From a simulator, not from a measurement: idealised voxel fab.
The name of this process module is voxel local oxidation.
cross-section cut | 275 nm wide | cells 5 nm
A cross-section is a grid of square cells, given in bands from the top down. A band is one or more rows of cells. Per band: top height and bottom height in nm, followed by the left-to-right materials and their widths in nm; "edge to edge" marks a single material spanning edge to edge, "blank" marks empty space. Zero point of the height axis is 0; under it, received wafer = one material. Lowest band: continues down indefinitely, "from 0 down". Per-row width for "30 to 40": begins at first number (top row of band), ends at second number (bottom row), increment between rows held constant. When a step is marked "everything unchanged", none of the cells in the cross-section changed during that step. The entry "closed voids" lists the empty spaces that cover at least 8 cells and have no open path to the top. Each is written as width x height at distance, where the distance is measured from the left edge and all three values are in nm. Where a step's line continues beyond its settings, the continuation is a remark by the simulator itself on that step. The "overlay nm" setting may appear on a step's line; for a step that uses a mask, it gives how far to the right of its planned position the mask lay, and a negative value indicates the left.
Here's what the planned process steps look like
step 1: op RECEIVE | material Si
step 2: op OXIDIZE | depth nm 5
step 3: op CONFORMAL_DEP | material SiN | thk nm 15
step 4: op PATTERN | tone cover | mask id ACTIVE | material resist | width nm 130 | thk nm 15 | overlay nm 0
step 5: op DIRECTIONAL_ETCH | etch materials SiN | depth nm 15
step 6: op STRIP | etch materials resist
step 7: op SELECTIVE_ETCH | etch materials SiO2 | depth nm 5
step 8: op OXIDIZE | depth nm 15
step 9: op STRIP | etch materials SiN
Step 1 complete: cross-section of the wafer as received
    from 0 down: Si edge to edge
    closed voids: none
Cross-section: first of two wafers, module finished, run according to plan
    from 0 to -5: blank 75 nm  SiO2 120 nm  blank 80 nm
    from -5 to -20: SiO2 90 nm  Si 90 nm  SiO2 95 nm
    from -20 down: Si edge to edge
    closed voids: none
Second of two wafers, module complete, sectioned: it shares the first wafer's start and plan but was run with one mistake
    from 0 to -5: blank 80 nm  SiO2 120 nm  blank 75 nm
    from -5 to -20: SiO2 95 nm  Si 90 nm  SiO2 90 nm
    from -20 down: Si edge to edge
    closed voids: none
Against the plan, the run slipped here: contrary to plan, step 4 was performed as op PATTERN | tone cover | mask id ACTIVE | material resist | width nm 130 | thk nm 15 | overlay nm 5
At the end, each material covers as many cells on the second wafer as it does on the first, though the cells it covers are elsewhere.
